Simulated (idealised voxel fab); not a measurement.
Process module in this document: voxel quadruple lines
Cross-sectional view cut (width: 230 nm; square cell size: 5 nm).
Cross-section spec: square-cell grid; bands listed top down; each band is one or more rows. What a band's entry tells you: where the top is and where the bottom is, as heights in nm, and after that what lies inside, material by material from left to right, each with its width in nm. Empty space is written as the word "blank", and a single material marked with the word "all across" occupies the band from edge to edge. Heights are reckoned from 0. Under this level, the received wafer is all of one material. The bottommost band is open-ended downward, for example "from 0 down". Quick explanation for "30..40": the width changes in equal steps down the rows of cells, from the first number in the band's top row to the second number in its bottom row. It should be understood that the words "everything unchanged", when stated for a given step, signify that the cross-section underwent no change in any of its cells during that step. So "Non-vented voids" is basically the list of trapped voids: any empty space of 8 cells or more that can't reach the top through an opening. They're written width x height at distance, the distance being from the left edge, and it's all nm. It should be noted that, on the line of a given step, the content following the step's settings is a remark produced by the simulator itself with respect to that step. The setting "overlay nm" may be written on the line of a step. When the step uses a mask, the value reports how far to the right of the planned place the mask lay, and a negative value reports that it lay to the left.

These are the steps we planned for the process
1. RECEIVE [material Si]
2. CONFORMAL_DEP [material SiO2] [thk nm 5]
3. DIRECTIONAL_DEP [material TiN] [thk nm 10]
4. DIRECTIONAL_DEP [material polySi] [thk nm 15]
5. DIRECTIONAL_DEP [material aC] [thk nm 20]
6. PATTERN [tone cover] [mask id MANDREL] [material resist] [width nm 25] [thk nm 25] [overlay nm -15]
7. DIRECTIONAL_ETCH [etch materials aC] [depth nm 20]
8. STRIP [etch materials resist]
9. CONFORMAL_DEP [material SiO2] [thk nm 15]
10. DIRECTIONAL_ETCH [etch materials SiO2] [depth nm 15]
11. STRIP [etch materials aC]
12. DIRECTIONAL_ETCH [etch materials polySi] [depth nm 15]
13. STRIP [etch materials SiO2]
14. CONFORMAL_DEP [material SiCN] [thk nm 5]
15. DIRECTIONAL_ETCH [etch materials SiCN] [depth nm 5]
16. STRIP [etch materials polySi]
17. DIRECTIONAL_ETCH [etch materials TiN] [depth nm 10]
18. STRIP [etch materials SiCN]
19. FILL_DEP [material SiO2] [thk nm 5]
20. CMP [height nm 15]
Across this set of wafers, the varied parameter is the overlay nm of step 6. Starting conditions are identical for every wafer, and the plan reports the value assigned to the first wafer.

The first of several wafers, as received after step 1, seen in section
> from 0 down | Si all across
> Non-vented voids: none

For your reference, the table is organized with a row per wafer; each row reflects the wafer at the end of the module, indicating for each material the cells gained (+) or lost (-) since receipt, and thereafter its closed voids
overlay nm -15 | +130 SiO2 | +8 TiN | Non-vented voids: none
overlay nm -10 | +130 SiO2 | +8 TiN | Non-vented voids: none
overlay nm -5 | +130 SiO2 | +8 TiN | Non-vented voids: none
overlay nm 0 | +130 SiO2 | +8 TiN | Non-vented voids: none
overlay nm 5 | +130 SiO2 | +8 TiN | Non-vented voids: none
overlay nm 10 | +130 SiO2 | +8 TiN | Non-vented voids: none
overlay nm 15 | +130 SiO2 | +8 TiN | Non-vented voids: none
